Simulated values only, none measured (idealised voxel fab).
process module | voxel self aligned vias
cross-section cut | 160 nm wide | cells 5 nm
A cross-section is a grid of square cells, given in bands from the top down. A band is one or more rows of cells.
Each band's line starts with the height of the band's top and of its bottom, in nm. Then come its materials from left to right, each with its width in nm. One material with "throughout" fills the band from edge to edge. "air" is empty space.
Height 0 is the level under which the wafer as received is all one material. The lowest band goes on downwards, as in "0 down".
A width such as "30 to 40" changes by the same amount from each row of cells to the next, from the band's top row to its bottom row.
"no change" after a step means that no cell of the cross-section changed.
closed voids: empty space of 8 cells or more with no open way to the top, each as width x height at its distance from the left edge, in nm
after a step's settings: what the simulator itself notes on the step
overlay nm, on a step with a mask: how far to the right of its planned place the mask lay; to the left if negative
plan
1 op RECEIVE | material Si
2 op CONFORMAL_DEP | material SiO2 | thk nm 10
3 op CONFORMAL_DEP | material SiCN | thk nm 5
4 op DIRECTIONAL_DEP | material lowk | thk nm 25
5 op DIRECTIONAL_DEP | material aC | thk nm 15
6 op PATTERN | tone open | mask id LINES | material resist | width nm 25 | pitch nm 55 | thk nm 30 | overlay nm 0
7 op DIRECTIONAL_ETCH | etch materials aC | depth nm 15
8 op STRIP | etch materials resist
9 op DIRECTIONAL_ETCH | etch materials lowk | depth nm 25
10 op STRIP | etch materials aC
11 op CONFORMAL_DEP | material TiN | thk nm 5
12 op FILL_DEP | material Ru | thk nm 5
13 op CMP | height nm 40
14 op SELECTIVE_ETCH | etch materials W Ru TiN | depth nm 5
15 op FILL_DEP | material SiN | thk nm 10
16 op CMP | height nm 40
17 op DIRECTIONAL_DEP | material lowk | thk nm 15
18 op PATTERN | tone open | mask id VIAS | material resist | width nm 35 | pitch nm 55 | thk nm 15 | overlay nm 0
19 op DIRECTIONAL_ETCH | etch materials lowk | depth nm 15
20 op DIRECTIONAL_ETCH | etch materials SiN | depth nm 5
21 op STRIP | etch materials resist
22 op CONFORMAL_DEP | material TiN | thk nm 5
23 op FILL_DEP | material W | thk nm 10
24 op CMP | height nm 55
25 op CONFORMAL_DEP | material SiN | thk nm 5
as received, after step 1
  0 down: Si throughout
  closed voids: none
first wafer at the end, as planned
  60 to 55: SiN throughout
  55 to 45: lowk 35 | TiN 5 | W 25 | TiN 5 | lowk 20 | TiN 5 | W 25 | TiN 5 | lowk 35
  45 to 40: lowk 35 | TiN 10 | W 15 | TiN 10 | lowk 20 | TiN 10 | W 15 | TiN 10 | lowk 35
  40 to 35: lowk 40 | TiN 25 | lowk 30 | TiN 25 | lowk 40
  35 to 20: lowk 40 | TiN 5 | Ru 15 | TiN 5 | lowk 30 | TiN 5 | Ru 15 | TiN 5 | lowk 40
  20 to 15: lowk 40 | TiN 25 | lowk 30 | TiN 25 | lowk 40
  15 to 10: SiCN throughout
  10 to 0: SiO2 throughout
  0 down: Si throughout
  closed voids: none
second wafer at the end: like start, like plan, one mistake
  60 to 55: SiN throughout
  55 to 45: lowk 40 | TiN 5 | W 20 | TiN 5 | lowk 25 | TiN 5 | W 20 | TiN 5 | lowk 35
  45 to 40: lowk 40 | TiN 5 | W 15 | TiN 10 | lowk 25 | TiN 5 | W 15 | TiN 10 | lowk 35
  40 to 35: lowk 40 | TiN 25 | lowk 30 | TiN 25 | lowk 40
  35 to 20: lowk 40 | TiN 5 | Ru 15 | TiN 5 | lowk 30 | TiN 5 | Ru 15 | TiN 5 | lowk 40
  20 to 15: lowk 40 | TiN 25 | lowk 30 | TiN 25 | lowk 40
  15 to 10: SiCN throughout
  10 to 0: SiO2 throughout
  0 down: Si throughout
  closed voids: none
what went wrong: step 18 ran as: op PATTERN | tone open | mask id VIAS | material resist | width nm 30 | pitch nm 55 | thk nm 15 | overlay nm 0
at the end the second wafer has, in cells: 2 fewer of TiN | 4 fewer of W | 6 more of lowk
